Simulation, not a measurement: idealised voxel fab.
process module | voxel self aligned vias
cross-section cut | 225 nm wide | cells 5 nm
A cross-section is a grid of square cells, given in bands from the top down. A band is one or more rows of cells.
Each band's line starts with the height of the band's top and of its bottom, in nm. Then come its materials from left to right, each with its width in nm. One material with "throughout" fills the band from edge to edge. "air" is empty space.
Height 0 is the level under which the wafer as received is all one material. The lowest band goes on downwards, as in "0 down".
A width such as "30 to 40" changes by the same amount from each row of cells to the next, from the band's top row to its bottom row.
"no change" after a step means that no cell of the cross-section changed.
closed voids: empty space of 8 cells or more with no open way to the top, each as width x height at its distance from the left edge, in nm
after a step's settings: what the simulator itself notes on the step
overlay nm, on a step with a mask: how far to the right of its planned place the mask lay; to the left if negative
plan
1 op RECEIVE | material Si
2 op CONFORMAL_DEP | material SiO2 | thk nm 10
3 op CONFORMAL_DEP | material SiCN | thk nm 5
4 op DIRECTIONAL_DEP | material SiO2 | thk nm 20
5 op PATTERN | tone open | mask id LINES | material resist | width nm 25 | pitch nm 60 | thk nm 15 | overlay nm 0
6 op DIRECTIONAL_ETCH | etch materials SiO2 | depth nm 20
7 op STRIP | etch materials resist
8 op CONFORMAL_DEP | material TiN | thk nm 5
9 op FILL_DEP | material Ru | thk nm 5
10 op CMP | height nm 35
11 op SELECTIVE_ETCH | etch materials W Ru TiN | depth nm 10
12 op FILL_DEP | material SiN | thk nm 5
13 op CMP | height nm 35
14 op DIRECTIONAL_DEP | material SiO2 | thk nm 15
15 op MASKED_ETCH | tone open | mask id VIAS | width nm 45 | pitch nm 120 | etch materials SiO2 | depth nm 15 | overlay nm 0
16 op MASKED_ETCH | tone open | mask id VIAS | width nm 45 | pitch nm 120 | etch materials SiN | depth nm 10 | overlay nm 0
17 op CONFORMAL_DEP | material TiN | thk nm 5
18 op FILL_DEP | material Cu | thk nm 5
19 op CMP | height nm 50
20 op CONFORMAL_DEP | material SiN | thk nm 5
first wafer, as planned
as received, after step 1
  0 down: Si throughout
  closed voids: none
after step 2
  10 to 0: SiO2 throughout
  below 0: unchanged
after step 3
  15 to 10: SiCN throughout
  below 10: unchanged
after step 4
  35 to 15: SiO2 throughout
  below 15: unchanged
after step 5
  50 to 35: resist 40 | air 25 | resist 35 | air 25 | resist 35 | air 25 | resist 40
  below 35: unchanged
after step 6
  50 to 35: resist 40 | air 25 | resist 35 | air 25 | resist 35 | air 25 | resist 40
  35 to 15: SiO2 40 | air 25 | SiO2 35 | air 25 | SiO2 35 | air 25 | SiO2 40
  below 15: unchanged
after step 7
  35 to 15: SiO2 40 | air 25 | SiO2 35 | air 25 | SiO2 35 | air 25 | SiO2 40
  below 15: unchanged
after step 8
  40 to 35: TiN 45 | air 15 | TiN 45 | air 15 | TiN 45 | air 15 | TiN 45
  35 to 20: SiO2 40 | TiN 5 | air 15 | TiN 5 | SiO2 35 | TiN 5 | air 15 | TiN 5 | SiO2 35 | TiN 5 | air 15 | TiN 5 | SiO2 40
  20 to 15: SiO2 40 | TiN 25 | SiO2 35 | TiN 25 | SiO2 35 | TiN 25 | SiO2 40
  below 15: unchanged
after step 9
  45 to 40: Ru throughout
  40 to 35: TiN 45 | Ru 15 | TiN 45 | Ru 15 | TiN 45 | Ru 15 | TiN 45
  35 to 20: SiO2 40 | TiN 5 | Ru 15 | TiN 5 | SiO2 35 | TiN 5 | Ru 15 | TiN 5 | SiO2 35 | TiN 5 | Ru 15 | TiN 5 | SiO2 40
  below 20: unchanged
after step 10
  35 to 20: SiO2 40 | TiN 5 | Ru 15 | TiN 5 | SiO2 35 | TiN 5 | Ru 15 | TiN 5 | SiO2 35 | TiN 5 | Ru 15 | TiN 5 | SiO2 40
  below 20: unchanged
after step 11
  35 to 25: SiO2 40 | air 25 | SiO2 35 | air 25 | SiO2 35 | air 25 | SiO2 40
  below 25: unchanged
after step 12
  40 to 35: SiN throughout
  35 to 25: SiO2 40 | SiN 25 | SiO2 35 | SiN 25 | SiO2 35 | SiN 25 | SiO2 40
  below 25: unchanged
after step 13
  35 to 25: SiO2 40 | SiN 25 | SiO2 35 | SiN 25 | SiO2 35 | SiN 25 | SiO2 40
  below 25: unchanged
after step 14
  50 to 35: SiO2 throughout
  below 35: unchanged
after step 15
  50 to 35: SiO2 30 | air 45 | SiO2 75 | air 45 | SiO2 30
  below 35: unchanged
after step 16
  50 to 35: SiO2 30 | air 45 | SiO2 75 | air 45 | SiO2 30
  35 to 25: SiO2 40 | air 25 | SiO2 35 | SiN 25 | SiO2 35 | air 25 | SiO2 40
  below 25: unchanged
after step 17
  55 to 50: TiN 35 | air 35 | TiN 85 | air 35 | TiN 35
  50 to 40: SiO2 30 | TiN 5 | air 35 | TiN 5 | SiO2 75 | TiN 5 | air 35 | TiN 5 | SiO2 30
  40 to 35: SiO2 30 | TiN 15 | air 15 | TiN 15 | SiO2 75 | TiN 15 | air 15 | TiN 15 | SiO2 30
  35 to 30: SiO2 40 | TiN 5 | air 15 | TiN 5 | SiO2 35 | SiN 25 | SiO2 35 | TiN 5 | air 15 | TiN 5 | SiO2 40
  30 to 25: SiO2 40 | TiN 25 | SiO2 35 | SiN 25 | SiO2 35 | TiN 25 | SiO2 40
  below 25: unchanged
after step 18
  60 to 55: Cu throughout
  55 to 50: TiN 35 | Cu 35 | TiN 85 | Cu 35 | TiN 35
  50 to 40: SiO2 30 | TiN 5 | Cu 35 | TiN 5 | SiO2 75 | TiN 5 | Cu 35 | TiN 5 | SiO2 30
  40 to 35: SiO2 30 | TiN 15 | Cu 15 | TiN 15 | SiO2 75 | TiN 15 | Cu 15 | TiN 15 | SiO2 30
  35 to 30: SiO2 40 | TiN 5 | Cu 15 | TiN 5 | SiO2 35 | SiN 25 | SiO2 35 | TiN 5 | Cu 15 | TiN 5 | SiO2 40
  below 30: unchanged
after step 19
  50 to 40: SiO2 30 | TiN 5 | Cu 35 | TiN 5 | SiO2 75 | TiN 5 | Cu 35 | TiN 5 | SiO2 30
  below 40: unchanged
after step 20
  55 to 50: SiN throughout
  below 50: unchanged
second wafer: like start, like plan, one mistake. Through step 4 it matches the first wafer
when step 5 should have ended
  50 to 35: air 40 | resist 25 | air 35 | resist 25 | air 35 | resist 25 | air 40
  below 35: unchanged
when step 6 should have ended
  50 to 35: air 40 | resist 25 | air 35 | resist 25 | air 35 | resist 25 | air 40
  35 to 15: air 40 | SiO2 25 | air 35 | SiO2 25 | air 35 | SiO2 25 | air 40
  below 15: unchanged
when step 7 should have ended
  35 to 15: air 40 | SiO2 25 | air 35 | SiO2 25 | air 35 | SiO2 25 | air 40
  below 15: unchanged
when step 8 should have ended
  40 to 35: air 35 | TiN 35 | air 25 | TiN 35 | air 25 | TiN 35 | air 35
  35 to 20: air 35 | TiN 5 | SiO2 25 | TiN 5 | air 25 | TiN 5 | SiO2 25 | TiN 5 | air 25 | TiN 5 | SiO2 25 | TiN 5 | air 35
  20 to 15: TiN 40 | SiO2 25 | TiN 35 | SiO2 25 | TiN 35 | SiO2 25 | TiN 40
  below 15: unchanged
when step 9 should have ended
  45 to 40: Ru throughout
  40 to 35: Ru 35 | TiN 35 | Ru 25 | TiN 35 | Ru 25 | TiN 35 | Ru 35
  35 to 20: Ru 35 | TiN 5 | SiO2 25 | TiN 5 | Ru 25 | TiN 5 | SiO2 25 | TiN 5 | Ru 25 | TiN 5 | SiO2 25 | TiN 5 | Ru 35
  below 20: unchanged
when step 10 should have ended
  35 to 20: Ru 35 | TiN 5 | SiO2 25 | TiN 5 | Ru 25 | TiN 5 | SiO2 25 | TiN 5 | Ru 25 | TiN 5 | SiO2 25 | TiN 5 | Ru 35
  below 20: unchanged
when step 11 should have ended
  35 to 25: air 40 | SiO2 25 | air 35 | SiO2 25 | air 35 | SiO2 25 | air 40
  below 25: unchanged
when step 12 should have ended
  40 to 35: SiN throughout
  35 to 25: SiN 40 | SiO2 25 | SiN 35 | SiO2 25 | SiN 35 | SiO2 25 | SiN 40
  below 25: unchanged
when step 13 should have ended
  35 to 25: SiN 40 | SiO2 25 | SiN 35 | SiO2 25 | SiN 35 | SiO2 25 | SiN 40
  below 25: unchanged
when step 14 should have ended
  50 to 35: SiO2 throughout
  below 35: unchanged
when step 15 should have ended
  50 to 35: SiO2 30 | air 45 | SiO2 75 | air 45 | SiO2 30
  below 35: unchanged
when step 16 should have ended
  50 to 35: SiO2 30 | air 45 | SiO2 75 | air 45 | SiO2 30
  35 to 25: SiN 30 | air 10 | SiO2 25 | air 10 | SiN 25 | SiO2 25 | SiN 25 | air 10 | SiO2 25 | air 10 | SiN 30
  below 25: unchanged
when step 17 should have ended
  55 to 50: TiN 35 | air 35 | TiN 85 | air 35 | TiN 35
  50 to 40: SiO2 30 | TiN 5 | air 35 | TiN 5 | SiO2 75 | TiN 5 | air 35 | TiN 5 | SiO2 30
  40 to 35: SiO2 30 | TiN 45 | SiO2 75 | TiN 45 | SiO2 30
  35 to 25: SiN 30 | TiN 10 | SiO2 25 | TiN 10 | SiN 25 | SiO2 25 | SiN 25 | TiN 10 | SiO2 25 | TiN 10 | SiN 30
  below 25: unchanged
when step 18 should have ended
  60 to 55: Cu throughout
  55 to 50: TiN 35 | Cu 35 | TiN 85 | Cu 35 | TiN 35
  50 to 40: SiO2 30 | TiN 5 | Cu 35 | TiN 5 | SiO2 75 | TiN 5 | Cu 35 | TiN 5 | SiO2 30
  below 40: unchanged
when step 19 should have ended
  50 to 40: SiO2 30 | TiN 5 | Cu 35 | TiN 5 | SiO2 75 | TiN 5 | Cu 35 | TiN 5 | SiO2 30
  below 40: unchanged
when step 20 should have ended
  55 to 50: SiN throughout
  below 50: unchanged
what went wrong: step 5 ran as: op PATTERN | tone cover | mask id LINES | material resist | width nm 25 | pitch nm 60 | thk nm 15 | overlay nm 0
at the end the second wafer has, in cells: 12 fewer of Cu | 15 more of Ru | 34 more of SiN | 60 fewer of SiO2 | 23 more of TiN
